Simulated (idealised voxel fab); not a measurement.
process module | voxel air gaps
cross-section cut | 155 nm wide | cells 5 nm
A cross-section is a grid of square cells, given in bands from the top down. A band is one or more rows of cells.
Each band's line starts with the height of the band's top and of its bottom, in nm. Then come its materials from left to right, each with its width in nm. One material with "throughout" fills the band from edge to edge. "air" is empty space.
Height 0 is the level under which the wafer as received is all one material. The lowest band goes on downwards, as in "0 down".
A width such as "30 to 40" changes by the same amount from each row of cells to the next, from the band's top row to its bottom row.
"no change" after a step means that no cell of the cross-section changed.
closed voids: empty space of 8 cells or more with no open way to the top, each as width x height at its distance from the left edge, in nm
after a step's settings: what the simulator itself notes on the step
overlay nm, on a step with a mask: how far to the right of its planned place the mask lay; to the left if negative
plan
1 op RECEIVE | material Si
2 op CONFORMAL_DEP | material SiO2 | thk nm 15
3 op CONFORMAL_DEP | material SiCN | thk nm 5
4 op DIRECTIONAL_DEP | material lowk | thk nm 40
5 op PATTERN | tone open | mask id LINES | material resist | width nm 15 | pitch nm 40 | thk nm 20 | overlay nm 0
6 op DIRECTIONAL_ETCH | etch materials lowk | depth nm 40
7 op STRIP | etch materials resist
8 op CONFORMAL_DEP | material TiN | thk nm 5
9 op FILL_DEP | material W | thk nm 10
10 op CMP | height nm 60
11 op EPI | material Ru | thk nm 10
12 op SELECTIVE_ETCH | etch materials lowk | depth nm 50
13 op CONFORMAL_DEP | material SiCN | thk nm 5
as received, after step 1
  0 down: Si throughout
  closed voids: none
first wafer at the end, as planned
  75 to 70: air 15 | SiCN 125 | air 15
  70 to 60: air 15 | SiCN 5 | Ru 35 | SiCN 5 | Ru 35 | SiCN 5 | Ru 35 | SiCN 5 | air 15
  60 to 55: air 15 | SiCN 15 | TiN 5 | W 5 | TiN 5 | SiCN 25 | TiN 5 | W 5 | TiN 5 | SiCN 25 | TiN 5 | W 5 | TiN 5 | SiCN 15 | air 15
  55 to 25: air 25 | SiCN 5 | TiN 5 | W 5 | TiN 5 | SiCN 5 | air 15 | SiCN 5 | TiN 5 | W 5 | TiN 5 | SiCN 5 | air 15 | SiCN 5 | TiN 5 | W 5 | TiN 5 | SiCN 5 | air 25
  25 to 20: SiCN 30 | TiN 15 | SiCN 25 | TiN 15 | SiCN 25 | TiN 15 | SiCN 30
  20 to 15: SiCN throughout
  15 to 0: SiO2 throughout
  0 down: Si throughout
  closed voids: 15 x 30 at 50; 15 x 30 at 90
second wafer at the end: like start, like plan, one mistake
  70 to 60: air 20 | Ru 35 | air 5 | Ru 35 | air 5 | Ru 35 | air 20
  60 to 25: air 30 | TiN 5 | W 5 | TiN 5 | air 25 | TiN 5 | W 5 | TiN 5 | air 25 | TiN 5 | W 5 | TiN 5 | air 30
  25 to 20: air 30 | TiN 15 | air 25 | TiN 15 | air 25 | TiN 15 | air 30
  20 to 15: SiCN throughout
  15 to 0: SiO2 throughout
  0 down: Si throughout
  closed voids: none
what went wrong: step 13 was left out
at the end the second wafer has, in cells: 107 fewer of SiCN
closed voids at the end (first wafer, second wafer): 2, 0
